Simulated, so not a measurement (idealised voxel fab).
process module | voxel transistor to metal
cross-section cut | 185 nm wide | cells 5 nm
A cross-section is a grid of square cells, given in bands from the top down. A band is one or more rows of cells.
Each band's line starts with the height of the band's top and of its bottom, in nm. Then come its materials from left to right, each with its width in nm. One material with "throughout" fills the band from edge to edge. "air" is empty space.
Height 0 is the level under which the wafer as received is all one material. The lowest band goes on downwards, as in "0 down".
A width such as "30 to 40" changes by the same amount from each row of cells to the next, from the band's top row to its bottom row.
"no change" after a step means that no cell of the cross-section changed.
closed voids: empty space of 8 cells or more with no open way to the top, each as width x height at its distance from the left edge, in nm
after a step's settings: what the simulator itself notes on the step
overlay nm, on a step with a mask: how far to the right of its planned place the mask lay; to the left if negative
plan
1 op RECEIVE | material Si
2 op CONFORMAL_DEP | material SiO2 | thk nm 5
3 op CONFORMAL_DEP | material SiN | thk nm 10
4 op MASKED_ETCH | tone cover | mask id ACTIVE | width nm 110 | etch materials SiN | depth nm 10 | overlay nm 0
5 op MASKED_ETCH | tone cover | mask id ACTIVE | width nm 110 | etch materials SiO2 | depth nm 5 | overlay nm 0
6 op MASKED_ETCH | tone cover | mask id ACTIVE | width nm 110 | etch materials Si | depth nm 35 | overlay nm 0
7 op OXIDIZE | depth nm 5
8 op FILL_DEP | material SiO2 | thk nm 10
9 op CMP | height nm 15
10 op SELECTIVE_ETCH | etch materials SiO2 | depth nm 10
11 op STRIP | etch materials SiN
12 op SELECTIVE_ETCH | etch materials SiO2 | depth nm 5
13 op OXIDIZE | depth nm 5
14 op DIRECTIONAL_DEP | material polySi | thk nm 30
15 op DIRECTIONAL_DEP | material SiCN | thk nm 10
16 op MASKED_ETCH | tone cover | mask id GATE | width nm 30 | etch materials SiCN | depth nm 20 | overlay nm 0
17 op MASKED_ETCH | tone cover | mask id GATE | width nm 30 | etch materials polySi | depth nm 40 | overlay nm 0
18 op CONFORMAL_DEP | material SiN | thk nm 10
19 op DIRECTIONAL_ETCH | etch materials SiN | depth nm 10
20 op DIRECTIONAL_ETCH | etch materials SiO2 | depth nm 5
21 op DIRECTIONAL_ETCH | etch materials Si | depth nm 10
22 op EPI | material pSi | thk nm 10
23 op FILL_DEP | material SiO2 | thk nm 5
24 op CMP | height nm 30
25 op STRIP | etch materials polySi
26 op SELECTIVE_ETCH | etch materials SiO2 | depth nm 5
27 op CONFORMAL_DEP | material HfO2 | thk nm 5
28 op CONFORMAL_DEP | material TiN | thk nm 5
29 op FILL_DEP | material W | thk nm 5
30 op CMP | height nm 25
31 op DIRECTIONAL_DEP | material SiO2 | thk nm 10
32 op MASKED_ETCH | tone open | mask id CONTACT | width nm 20 | pitch nm 80 | etch materials SiO2 | depth nm 40 | overlay nm 0
33 op CONFORMAL_DEP | material TiN | thk nm 5
34 op FILL_DEP | material Ru | thk nm 5
35 op CMP | height nm 35
36 op DIRECTIONAL_DEP | material TiN | thk nm 5
37 op DIRECTIONAL_DEP | material Ru | thk nm 15
38 op PATTERN | tone cover | mask id METAL_1 | material resist | width nm 20 | pitch nm 80 | thk nm 15 | overlay nm 0
39 op DIRECTIONAL_ETCH | etch materials Ru | depth nm 15
40 op DIRECTIONAL_ETCH | etch materials TiN | depth nm 5
41 op STRIP | etch materials resist
42 op CONFORMAL_DEP | material SiCN | thk nm 5
43 op FILL_DEP | material lowk | thk nm 10
44 op CMP | height nm 55
45 op CONFORMAL_DEP | material SiCN | thk nm 5
46 op DIRECTIONAL_DEP | material SiO2 | thk nm 25
47 op DIRECTIONAL_DEP | material aC | thk nm 15
48 op PATTERN | tone open | mask id METAL_2_HOLES | material resist | width nm 15 | pitch nm 80 | thk nm 30 | overlay nm 0
49 op DIRECTIONAL_ETCH | etch materials aC | depth nm 15
50 op STRIP | etch materials resist
51 op DIRECTIONAL_ETCH | etch materials SiO2 | depth nm 25
52 op STRIP | etch materials aC
53 op DIRECTIONAL_DEP | material aC | thk nm 10
54 op PATTERN | tone open | mask id METAL_2 | material resist | width nm 20 | pitch nm 80 | thk nm 30 | overlay nm 0
55 op DIRECTIONAL_ETCH | etch materials aC | depth nm 10
56 op STRIP | etch materials resist
57 op DIRECTIONAL_ETCH | etch materials SiO2 | depth nm 15
58 op DIRECTIONAL_ETCH | etch materials SiCN | depth nm 5
59 op STRIP | etch materials aC
60 op CONFORMAL_DEP | material TiN | thk nm 5
61 op FILL_DEP | material Cu | thk nm 5
62 op CMP | height nm 85
63 op CONFORMAL_DEP | material SiN | thk nm 5
as received, after step 1
  0 down: Si throughout
  closed voids: none
a wafer at the end: this start, this plan, one mistake
  90 to 85: SiN throughout
  85 to 75: SiO2 40 | TiN 5 | Cu 10 | TiN 5 | SiO2 60 | TiN 5 | Cu 10 | TiN 5 | SiO2 45
  75 to 70: SiO2 40 | TiN 5 | Cu 5 | TiN 10 | SiO2 60 | TiN 5 | Cu 5 | TiN 10 | SiO2 45
  70 to 60: SiO2 40 | TiN 5 | Cu 5 | TiN 5 | SiO2 65 | TiN 5 | Cu 5 | TiN 5 | SiO2 50
  60 to 55: SiCN 40 | TiN 15 | SiCN 65 | TiN 15 | SiCN 50
  55 to 40: lowk 35 | SiCN 5 | Ru 20 | SiCN 5 | lowk 50 | SiCN 5 | Ru 20 | SiCN 5 | lowk 40
  40 to 35: SiCN 40 | TiN 20 | SiCN 60 | TiN 20 | SiCN 45
  35 to 25: SiO2 40 | TiN 5 | Ru 10 | TiN 5 | SiO2 60 | TiN 5 | Ru 10 | TiN 5 | SiO2 45
  25 to 10: SiO2 40 | TiN 5 | Ru 10 | TiN 5 | SiO2 5 | SiN 10 | HfO2 5 | TiN 5 | W 10 | TiN 5 | HfO2 5 | SiN 10 | SiO2 5 | TiN 5 | Ru 10 | TiN 5 | SiO2 45
  10 to 5: SiO2 40 | TiN 5 | Ru 5 | TiN 10 | SiO2 5 | SiN 10 | HfO2 5 | TiN 5 | W 10 | TiN 5 | HfO2 5 | SiN 10 | SiO2 5 | TiN 10 | Ru 5 | TiN 5 | SiO2 45
  5 to 0: SiO2 40 | TiN 5 | Ru 5 | TiN 5 | pSi 10 | SiN 10 | HfO2 5 | TiN 20 | HfO2 5 | SiN 10 | pSi 10 | TiN 5 | Ru 5 | TiN 5 | SiO2 45
  0 to -5: SiO2 40 | TiN 15 | pSi 10 | SiO2 5 | HfO2 40 | SiO2 5 | pSi 10 | TiN 15 | SiO2 45
  -5 to -15: SiO2 30 | pSi 35 | Si 50 | pSi 35 | SiO2 35
  -15 to -40: SiO2 40 | Si 100 | SiO2 45
  -40 down: Si throughout
  closed voids: none
what went wrong: step 20 ran as: op DIRECTIONAL_ETCH | etch materials SiO2 | depth nm 15
